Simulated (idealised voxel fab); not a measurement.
The following process module bears the name voxel wiring stack.
The cross-section on display is named cut; it measures 240 nm wide, and its cells are 5 nm squares.
In what follows, cross-sections appear as grids of square cells, described through bands that run from the top down, where every band is one or more rows of cells.
Quick guide to a band line: top height, bottom height (nm) up front; then every material left to right with its width in nm. Only one material and it's marked "full width"? Then it fills the band edge to edge. And "air" just means empty space.
The level at which height equals 0 is the one under which the wafer, as it arrives, is entirely one material. No lower edge exists for the bottom band, which continues downward and is notated as in "z 0 and below".
A two-number width, for instance "30..40", indicates that the width is equal to the first number in the top row of the band and to the second number in the bottom row, and that it changes by a constant amount per row of cells.
What does "stayed the same" mean for a step? It means no cell of the cross-section changed in that step.
The list in "Enclosed internal cavities" covers empty spaces of 8 cells or more that cannot reach the top through any open way, and it gives each as width x height at distance; the distance is from the left edge, and width, height and distance are in nm.
Heads up: the bit after the settings on a step's line is the simulator's remark on that step.
overlay nm: for a step with a mask, the amount by which the mask lay right of where it was planned; a negative amount means left of it.

STEPS PLANNED FOR THE PROCESS
step 1: RECEIVE: material Si
step 2: CONFORMAL_DEP: material SiO2, thk nm 15
step 3: CONFORMAL_DEP: material SiN, thk nm 5
step 4: DIRECTIONAL_DEP: material SiO2, thk nm 15
step 5: PATTERN: tone open, mask id METAL_1, material resist, width nm 30, pitch nm 50, thk nm 20, overlay nm 0
step 6: DIRECTIONAL_ETCH: etch materials SiO2, depth nm 15
step 7: DIRECTIONAL_ETCH: etch materials SiN, depth nm 5
step 8: STRIP: etch materials resist
step 9: CONFORMAL_DEP: material TiN, thk nm 5
step 10: FILL_DEP: material Cu, thk nm 10
step 11: CMP: height nm 35
step 12: EPI: material Ru, thk nm 5
step 13: FILL_DEP: material SiCN, thk nm 5
step 14: DIRECTIONAL_DEP: material lowk, thk nm 25
step 15: DIRECTIONAL_DEP: material aC, thk nm 15
step 16: PATTERN: tone open, mask id METAL_2, material resist, width nm 30, pitch nm 50, thk nm 35, overlay nm 0
step 17: DIRECTIONAL_ETCH: etch materials aC, depth nm 15
step 18: STRIP: etch materials resist
step 19: DIRECTIONAL_ETCH: etch materials lowk, depth nm 15
step 20: STRIP: etch materials aC
step 21: PATTERN: tone open, mask id METAL_2_HOLES, material resist, width nm 15, thk nm 15, overlay nm 0
step 22: DIRECTIONAL_ETCH: etch materials lowk, depth nm 10
step 23: DIRECTIONAL_ETCH: etch materials SiCN, depth nm 5
step 24: STRIP: etch materials resist
step 25: CONFORMAL_DEP: material TiN, thk nm 5
step 26: FILL_DEP: material Ru, thk nm 10
step 27: CMP: height nm 70
step 28: CONFORMAL_DEP: material SiN, thk nm 5

SHOWN IN CROSS-SECTION IS THE WAFER AS RECEIVED, THAT IS, AS IT STANDS AFTER STEP 1
  z 0 and below | Si full width
  Enclosed internal cavities: none

BELOW IS THE WAFER IN CROSS-SECTION AFTER THE MODULE WAS COMPLETED. IT BEGAN FROM THE STARTING POINT SHOWN ABOVE AND FOLLOWED THE PLAN SHOWN ABOVE, EXCEPT THAT ONE MISTAKE WAS MADE WHILE RUNNING IT
  z 75 to 70 | SiN full width
  z 70 to 60 | 80 of lowk, then 5 of TiN, then 20 of Ru, then 5 of TiN, then 20 of lowk, then 5 of TiN, then 20 of Ru, then 5 of TiN, then 80 of lowk
  z 60 to 55 | 80 of lowk, then 5 of TiN, then 5 of Ru, then 20 of TiN, then 20 of lowk, then 30 of TiN, then 80 of lowk
  z 55 to 45 | 80 of lowk, then 5 of TiN, then 5 of Ru, then 5 of TiN, then 145 of lowk
  z 45 to 40 | 80 of SiCN, then 15 of TiN, then 145 of SiCN
  z 40 to 35 | Ru full width
  z 35 to 30 | Cu full width
  z 30 to 25 | 85 of TiN, then 20 of Cu, then 30 of TiN, then 20 of Cu, then 85 of TiN
  z 25 to 20 | 80 of SiO2, then 5 of TiN, then 20 of Cu, then 5 of TiN, then 20 of SiO2, then 5 of TiN, then 20 of Cu, then 5 of TiN, then 80 of SiO2
  z 20 to 15 | 80 of SiN, then 30 of TiN, then 20 of SiN, then 30 of TiN, then 80 of SiN
  z 15 to 0 | SiO2 full width
  z 0 and below | Si full width
  Enclosed internal cavities: none
Finding, execution versus plan: for step 4, the planned setting was not used; the step was instead run as DIRECTIONAL_DEP: material SiO2, thk nm 5
